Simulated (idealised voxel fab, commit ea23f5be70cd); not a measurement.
The name of this process module is voxel self aligned vias.
The figure presents cross-section cut, which has a width of 170 nm and is divided into square cells with an edge length of 5 nm.
Format of a cross-section: grid, square cells. Given as bands. Order: top down. Band: one or more rows of cells. Each band's line starts with the height of the band's top and of its bottom, in nm. Then come its materials from left to right, each with its width in nm. One material with "edge to edge" fills the band from edge to edge. "empty" is empty space. Basically, 0 is our baseline, since under it the wafer straight out of the box is all one material. The bottom band has no lower end and keeps on going down, so it looks like "z 0 and below". Per-row width for "30->40": begins at first number (top row of band), ends at second number (bottom row), increment between rows held constant. "left unchanged", as given for a step, is the statement that not any cell of the cross-section underwent a change during that step. The label "Fully closed voids" introduces a list of the empty spaces, 8 cells or larger, that have no open way up to the top; each entry in it reads width x height at distance, where the distance is taken from the left edge and all three are stated in nm. On each step's line, the part that comes after the settings is the simulator's own comment on the step. overlay nm: mask right of planned place by this much (step with mask). Neg. = left.

## The planned process steps are enumerated hereunder
1) RECEIVE,material Si
2) CONFORMAL_DEP,material SiO2,thk nm 10
3) CONFORMAL_DEP,material SiCN,thk nm 5
4) DIRECTIONAL_DEP,material SiO2,thk nm 30
5) DIRECTIONAL_DEP,material aC,thk nm 10
6) PATTERN,tone open,mask id LINES,material resist,width nm 20,pitch nm 45,thk nm 25,overlay nm 0
7) DIRECTIONAL_ETCH,etch materials aC,depth nm 10
8) STRIP,etch materials resist
9) DIRECTIONAL_ETCH,etch materials SiO2,depth nm 30
10) STRIP,etch materials aC
11) CONFORMAL_DEP,material TiN,thk nm 5
12) FILL_DEP,material W,thk nm 10
13) CMP,height nm 45
14) SELECTIVE_ETCH,etch materials W Ru TiN,depth nm 10
15) FILL_DEP,material SiN,thk nm 10
16) CMP,height nm 45
17) DIRECTIONAL_DEP,material SiO2,thk nm 15
18) PATTERN,tone open,mask id VIAS,material resist,width nm 30,pitch nm 45,thk nm 15,overlay nm 0
19) DIRECTIONAL_ETCH,etch materials SiO2,depth nm 15
20) DIRECTIONAL_ETCH,etch materials SiN,depth nm 10
21) STRIP,etch materials resist
22) CONFORMAL_DEP,material TiN,thk nm 5
23) FILL_DEP,material W,thk nm 5
24) CMP,height nm 60
25) CONFORMAL_DEP,material SiCN,thk nm 5

## Wafer as received: cross-section following step 1
    z 0 and below = Si edge to edge
    Fully closed voids: none

## first wafer at the end, as planned
    z 65 to 60 = SiCN edge to edge
    z 60 to 50 = SiO2 45 nm, TiN 5 nm, W 20 nm, TiN 5 nm, SiO2 15 nm, TiN 5 nm, W 20 nm, TiN 5 nm, SiO2 50 nm
    z 50 to 40 = SiO2 45->50 nm, TiN 10->5 nm, W 10 nm, TiN 10->5 nm, SiO2 15->25 nm, TiN 10->5 nm, W 10 nm, TiN 10->5 nm, SiO2 50->55 nm
    z 40 to 35 = SiO2 50 nm, TiN 20 nm, SiO2 25 nm, TiN 20 nm, SiO2 55 nm
    z 35 to 20 = SiO2 50 nm, TiN 5 nm, W 10 nm, TiN 5 nm, SiO2 25 nm, TiN 5 nm, W 10 nm, TiN 5 nm, SiO2 55 nm
    z 20 to 15 = SiO2 50 nm, TiN 20 nm, SiO2 25 nm, TiN 20 nm, SiO2 55 nm
    z 15 to 10 = SiCN edge to edge
    z 10 to 0 = SiO2 edge to edge
    z 0 and below = Si edge to edge
    Fully closed voids: none

## Cross-section at end of module for the second wafer of two, which matched the first in starting point and plan and differed by one mistake in its processing
    z 65 to 60 = SiCN edge to edge
    z 60 to 50 = SiO2 45 nm, TiN 5 nm, W 20 nm, TiN 5 nm, SiO2 15 nm, TiN 5 nm, W 20 nm, TiN 5 nm, SiO2 50 nm
    z 50 to 45 = SiO2 45 nm, TiN 30 nm, SiO2 15 nm, TiN 30 nm, SiO2 50 nm
    z 45 to 35 = SiO2 50 nm, aC 20 nm, SiO2 25 nm, aC 20 nm, SiO2 55 nm
    z 35 to 20 = SiO2 50 nm, TiN 5 nm, W 10 nm, TiN 5 nm, SiO2 25 nm, TiN 5 nm, W 10 nm, TiN 5 nm, SiO2 55 nm
    z 20 to 15 = SiO2 50 nm, TiN 20 nm, SiO2 25 nm, TiN 20 nm, SiO2 55 nm
    z 15 to 10 = SiCN edge to edge
    z 10 to 0 = SiO2 edge to edge
    z 0 and below = Si edge to edge
    Fully closed voids: none
Processing error: step 15 changed vs plan, executed as FILL_DEP,material aC,thk nm 10
at the end the second wafer has, in cells: TiN -8, W -8, aC +16
